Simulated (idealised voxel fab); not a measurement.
process module | voxel wiring stack
cross-section cut | 230 nm wide | cells 5 nm
A cross-section is a grid of square cells, given in bands from the top down. A band is one or more rows of cells.
Each band's line starts with the height of the band's top and of its bottom, in nm. Then come its materials from left to right, each with its width in nm. One material with "throughout" fills the band from edge to edge. "air" is empty space.
Height 0 is the level under which the wafer as received is all one material. The lowest band goes on downwards, as in "0 down".
A width such as "30 to 40" changes by the same amount from each row of cells to the next, from the band's top row to its bottom row.
"no change" after a step means that no cell of the cross-section changed.
closed voids: empty space of 8 cells or more with no open way to the top, each as width x height at its distance from the left edge, in nm
after a step's settings: what the simulator itself notes on the step
overlay nm, on a step with a mask: how far to the right of its planned place the mask lay; to the left if negative
plan
1 op RECEIVE | material Si
2 op CONFORMAL_DEP | material SiO2 | thk nm 10
3 op DIRECTIONAL_DEP | material TiN | thk nm 5
4 op DIRECTIONAL_DEP | material W | thk nm 20
5 op DIRECTIONAL_DEP | material aC | thk nm 10
6 op PATTERN | tone cover | mask id METAL_1 | material resist | width nm 25 | pitch nm 55 | thk nm 30 | overlay nm 0
7 op DIRECTIONAL_ETCH | etch materials aC | depth nm 10
8 op STRIP | etch materials resist
9 op DIRECTIONAL_ETCH | etch materials W | depth nm 20
10 op DIRECTIONAL_ETCH | etch materials TiN | depth nm 5
11 op STRIP | etch materials aC
12 op CONFORMAL_DEP | material SiN | thk nm 5
13 op FILL_DEP | material lowk | thk nm 5
14 op CMP | height nm 35
15 op CONFORMAL_DEP | material SiCN | thk nm 5
16 op DIRECTIONAL_DEP | material lowk | thk nm 30
17 op DIRECTIONAL_DEP | material aC | thk nm 15
18 op PATTERN | tone open | mask id METAL_2_HOLES | material resist | width nm 15 | pitch nm 110 | thk nm 35 | overlay nm 0
19 op DIRECTIONAL_ETCH | etch materials aC | depth nm 15
20 op STRIP | etch materials resist
21 op DIRECTIONAL_ETCH | etch materials lowk | depth nm 30
22 op STRIP | etch materials aC
23 op DIRECTIONAL_DEP | material aC | thk nm 10
24 op PATTERN | tone open | mask id METAL_2 | material resist | width nm 25 | pitch nm 55 | thk nm 25 | overlay nm 0
25 op DIRECTIONAL_ETCH | etch materials aC | depth nm 10
26 op STRIP | etch materials resist
27 op DIRECTIONAL_ETCH | etch materials lowk | depth nm 20
28 op DIRECTIONAL_ETCH | etch materials SiCN | depth nm 5
29 op STRIP | etch materials aC
30 op CONFORMAL_DEP | material TiN | thk nm 5
31 op FILL_DEP | material Cu | thk nm 10
32 op CMP | height nm 70
33 op CONFORMAL_DEP | material SiCN | thk nm 5
34 op DIRECTIONAL_DEP | material SiO2 | thk nm 30
35 op MASKED_ETCH | tone open | mask id METAL_3_HOLES | width nm 15 | pitch nm 110 | etch materials SiO2 | depth nm 30 | overlay nm 0
36 op PATTERN | tone open | mask id METAL_3 | material resist | width nm 25 | pitch nm 55 | thk nm 15 | overlay nm 0
37 op DIRECTIONAL_ETCH | etch materials SiO2 | depth nm 15
38 op DIRECTIONAL_ETCH | etch materials SiCN | depth nm 5
39 op STRIP | etch materials resist
40 op CONFORMAL_DEP | material TiN | thk nm 5
41 op FILL_DEP | material Cu | thk nm 10
42 op CMP | height nm 105
43 op CONFORMAL_DEP | material SiCN | thk nm 5
44 op DIRECTIONAL_DEP | material SiO2 | thk nm 15
45 op PATTERN | tone open | mask id PLUG_3 | material resist | width nm 15 | pitch nm 55 | thk nm 15 | overlay nm 0
46 op DIRECTIONAL_ETCH | etch materials SiO2 | depth nm 15
47 op DIRECTIONAL_ETCH | etch materials SiCN | depth nm 5
48 op STRIP | etch materials resist
49 op EPI | material Ru | thk nm 10
50 op EPI | material Ru | thk nm 10
51 op DIRECTIONAL_DEP | material TiN | thk nm 5
52 op DIRECTIONAL_DEP | material Ru | thk nm 20
53 op DIRECTIONAL_DEP | material aC | thk nm 15
54 op PATTERN | tone cover | mask id METAL_4 | material resist | width nm 25 | pitch nm 55 | thk nm 35 | overlay nm 0
55 op DIRECTIONAL_ETCH | etch materials aC | depth nm 15
56 op STRIP | etch materials resist
57 op DIRECTIONAL_ETCH | etch materials Ru | depth nm 20
58 op DIRECTIONAL_ETCH | etch materials TiN | depth nm 5
59 op STRIP | etch materials aC
60 op CONFORMAL_DEP | material SiCN | thk nm 5
61 op FILL_DEP | material lowk | thk nm 5
62 op CMP | height nm 150
63 op CONFORMAL_DEP | material SiCN | thk nm 5
varied across the wafers: thk nm of step 60. The plan shows the first wafer's value. All wafers start alike
first wafer as received, after step 1
  0 down: Si throughout
  closed voids: none
each wafer at the end: cells of each material gained (+) or lost (-) since it was received, then its closed voids
thk nm 5 | +74 Cu | +128 Ru | +218 SiCN | +58 SiN | +392 SiO2 | +148 TiN | +80 W | +328 lowk | closed voids: none
thk nm 10 | +74 Cu | +128 Ru | +260 SiCN | +58 SiN | +392 SiO2 | +148 TiN | +80 W | +286 lowk | closed voids: none
thk nm 15 | +74 Cu | +128 Ru | +286 SiCN | +58 SiN | +392 SiO2 | +148 TiN | +80 W | +260 lowk | closed voids: none
thk nm 20 | +74 Cu | +128 Ru | +290 SiCN | +58 SiN | +392 SiO2 | +148 TiN | +80 W | +256 lowk | closed voids: none
